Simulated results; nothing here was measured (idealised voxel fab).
Process module in this document: voxel fin reveal
Cross-section cut spans 240 nm and uses square cells 5 nm in size.
Think of the cross-section as a grid of square cells. We describe it in bands, top to bottom, and each band covers one or more rows of those cells.
Top, bottom (nm), then materials left to right with widths (nm); lone material tagged "everywhere" fills the whole band edge to edge; "air" = empty space.
It should be noted that heights are counted from 0, beneath which the wafer as supplied is of one material throughout, and that the lowest band possesses no lower boundary but continues downward, as written in "0..down".
Think of "30 to 40" as a width that walks from the first number to the second as you go down the band, top row to bottom row, taking equal-sized steps from row to row.
What does "nothing was modified" mean for a step? It means no cell of the cross-section changed in that step.
Any empty space of 8 cells or more lacking an open way to the top shows up in "Non-vented voids" as width x height at distance, distance from the left edge, in nm.
Post-settings text on a step line: simulator's own remark regarding the step.
overlay nm: on a step with a mask, how far right of its planned place the mask lay; negative means left.

The planned process steps are enumerated hereunder
1) RECEIVE, material Si
2) CONFORMAL_DEP, material SiN, thk nm 5
3) MASKED_ETCH, tone cover, mask id FINS, width nm 15, pitch nm 45, etch materials SiN, depth nm 5, overlay nm 0
4) MASKED_ETCH, tone cover, mask id FINS, width nm 15, pitch nm 45, etch materials Si, depth nm 35, overlay nm 0
5) OXIDIZE, depth nm 5
6) FILL_DEP, material SiO2, thk nm 10
7) CMP, height nm 5
8) SELECTIVE_ETCH, etch materials SiO2, depth nm 15
9) STRIP, etch materials SiN

First wafer, two in total, run as planned

As-received wafer cross-section (after step 1)
  0..down = Si everywhere
  Non-vented voids: none

You're looking at a cross-section of the wafer after step 2
  5..0 = SiN everywhere
  Unchanged below 0.

You're looking at a cross-section of the wafer after step 3
  5..0 = 45 of air, then 15 of SiN, then 30 of air, then 15 of SiN, then 30 of air, then 15 of SiN, then 30 of air, then 15 of SiN, then 45 of air
  Unchanged below 0.

You're looking at a cross-section of the wafer after step 4
  5..0 = 45 of air, then 15 of SiN, then 30 of air, then 15 of SiN, then 30 of air, then 15 of SiN, then 30 of air, then 15 of SiN, then 45 of air
  0..-35 = 45 of air, then 15 of Si, then 30 of air, then 15 of Si, then 30 of air, then 15 of Si, then 30 of air, then 15 of Si, then 45 of air
  Unchanged below -35.

You're looking at a cross-section of the wafer after step 5
  5..0 = 45 of air, then 15 of SiN, then 30 of air, then 15 of SiN, then 30 of air, then 15 of SiN, then 30 of air, then 15 of SiN, then 45 of air
  0..-35 = 45 of air, then 5 of SiO2, then 5 of Si, then 5 of SiO2, then 30 of air, then 5 of SiO2, then 5 of Si, then 5 of SiO2, then 30 of air, then 5 of SiO2, then 5 of Si, then 5 of SiO2, then 30 of air, then 5 of SiO2, then 5 of Si, then 5 of SiO2, then 45 of air
  -35..-40 = 50 of SiO2, then 5 of Si, then 40 of SiO2, then 5 of Si, then 40 of SiO2, then 5 of Si, then 40 of SiO2, then 5 of Si, then 50 of SiO2
  Unchanged below -40.

You're looking at a cross-section of the wafer after step 6
  15..5 = SiO2 everywhere
  5..0 = 45 of SiO2, then 15 of SiN, then 30 of SiO2, then 15 of SiN, then 30 of SiO2, then 15 of SiN, then 30 of SiO2, then 15 of SiN, then 45 of SiO2
  0..-40 = 50 of SiO2, then 5 of Si, then 40 of SiO2, then 5 of Si, then 40 of SiO2, then 5 of Si, then 40 of SiO2, then 5 of Si, then 50 of SiO2
  Unchanged below -40.

You're looking at a cross-section of the wafer after step 7
  5..0 = 45 of SiO2, then 15 of SiN, then 30 of SiO2, then 15 of SiN, then 30 of SiO2, then 15 of SiN, then 30 of SiO2, then 15 of SiN, then 45 of SiO2
  Unchanged below 0.

You're looking at a cross-section of the wafer after step 8
  5..0 = 45 of air, then 15 of SiN, then 30 of air, then 15 of SiN, then 30 of air, then 15 of SiN, then 30 of air, then 15 of SiN, then 45 of air
  0..-10 = 50 of air, then 5 of Si, then 40 of air, then 5 of Si, then 40 of air, then 5 of Si, then 40 of air, then 5 of Si, then 50 of air
  Unchanged below -10.

You're looking at a cross-section of the wafer after step 9
  0..-10 = 50 of air, then 5 of Si, then 40 of air, then 5 of Si, then 40 of air, then 5 of Si, then 40 of air, then 5 of Si, then 50 of air
  Unchanged below -10.

The second wafer began exactly as the first did and followed the same plan, but one mistake was made while running it; through step 7 inclusive, the two wafers are identical

Second wafer, section view, time point: scheduled end of step 8
  5..0 = 45 of air, then 15 of SiN, then 30 of air, then 15 of SiN, then 30 of air, then 15 of SiN, then 30 of air, then 15 of SiN, then 45 of air
  0..-20 = 50 of air, then 5 of Si, then 40 of air, then 5 of Si, then 40 of air, then 5 of Si, then 40 of air, then 5 of Si, then 50 of air
  Unchanged below -20.

Second wafer, section view, time point: scheduled end of step 9
  0..-20 = 50 of air, then 5 of Si, then 40 of air, then 5 of Si, then 40 of air, then 5 of Si, then 40 of air, then 5 of Si, then 50 of air
  Unchanged below -20.
Nonconformance to the process plan: step 8 changed vs plan, executed as SELECTIVE_ETCH, etch materials SiO2, depth nm 25
Wrapping up, a cell-based count of both wafers puts the second over or under the first for these materials: -88 SiO2
